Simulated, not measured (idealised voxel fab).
Proc. module: voxel gate over fins
Section shown: cut. Width: 185 nm. Cell size: 5 nm, square.
How to read a cross-section here: the picture is a grid of square cells, written as bands going from the top down, and any band can span one or more rows of cells. Per band: top height and bottom height in nm, followed by the left-to-right materials and their widths in nm; "throughout" marks a single material spanning edge to edge, "empty" marks empty space. All heights in this document are referenced to 0, defined as the level beneath which the wafer, as received, consists entirely of one material. The lowest band is not bounded below; it extends indefinitely downward and is written in the form "top 0, no bottom". Graded width ("30..40"): value in top row of band = first number; value in bottom row = second number; row-to-row change constant. No cell of the cross-section changed in a step that is given as "nothing different". The label "Closed voids list" introduces a list of the empty spaces, 8 cells or larger, that have no open way up to the top; each entry in it reads width x height at distance, where the distance is taken from the left edge and all three are stated in nm. That trailing text on a step's line, after the settings, is the simulator's own remark on the step. For masked steps, "overlay nm" on the step line gives how far right of plan the mask actually lay; a minus sign means it lay to the left.

List of planned process steps
1 RECEIVE [material Si]
2 CONFORMAL_DEP [material SiN] [thk nm 5]
3 DIRECTIONAL_DEP [material aC] [thk nm 15]
4 PATTERN [tone cover] [mask id FINS] [material resist] [width nm 15] [pitch nm 45] [thk nm 35] [overlay nm 0]
5 DIRECTIONAL_ETCH [etch materials aC] [depth nm 15]
6 STRIP [etch materials resist]
7 DIRECTIONAL_ETCH [etch materials SiN] [depth nm 5]
8 DIRECTIONAL_ETCH [etch materials Si] [depth nm 30]
9 STRIP [etch materials aC]
10 OXIDIZE [depth nm 5]
11 FILL_DEP [material SiO2] [thk nm 5]
12 CMP [height nm 5]
13 SELECTIVE_ETCH [etch materials SiO2] [depth nm 20]
14 STRIP [etch materials SiN]
15 CONFORMAL_DEP [material HfO2] [thk nm 5]
16 CONFORMAL_DEP [material TiN] [thk nm 5]
17 FILL_DEP [material W] [thk nm 15]
18 CMP [height nm 20]
19 CONFORMAL_DEP [material SiCN] [thk nm 5]

Incoming wafer in cross-section (state: after step 1)
* top 0, no bottom: Si throughout
* Closed voids list: none

A wafer at the end: this start, this plan, one mistake
* top 25, bottom 20: SiCN throughout
* top 20, bottom 10: W throughout
* top 10, bottom 5: W (30), then TiN (35), then W (10), then TiN (35), then W (10), then TiN (35), then W (30)
* top 5, bottom 0: W (30), then TiN (5), then HfO2 (25), then TiN (5), then W (10), then TiN (5), then HfO2 (25), then TiN (5), then W (10), then TiN (5), then HfO2 (25), then TiN (5), then W (30)
* top 0, bottom -5: W (30), then TiN (5), then HfO2 (5), then Si (15), then HfO2 (5), then TiN (5), then W (10), then TiN (5), then HfO2 (5), then Si (15), then HfO2 (5), then TiN (5), then W (10), then TiN (5), then HfO2 (5), then Si (15), then HfO2 (5), then TiN (5), then W (30)
* top -5, bottom -10: TiN (35), then HfO2 (5), then Si (15), then HfO2 (5), then TiN (20), then HfO2 (5), then Si (15), then HfO2 (5), then TiN (20), then HfO2 (5), then Si (15), then HfO2 (5), then TiN (35)
* top -10, bottom -15: HfO2 (40), then Si (15), then HfO2 (30), then Si (15), then HfO2 (30), then Si (15), then HfO2 (40)
* top -15, bottom -35: SiO2 (40), then Si (15), then SiO2 (30), then Si (15), then SiO2 (30), then Si (15), then SiO2 (40)
* top -35, no bottom: Si throughout
* Closed voids list: none
Plan not followed: contrary to plan, step 4 was performed as PATTERN [tone cover] [mask id FINS] [material resist] [width nm 25] [pitch nm 45] [thk nm 35] [overlay nm 0]
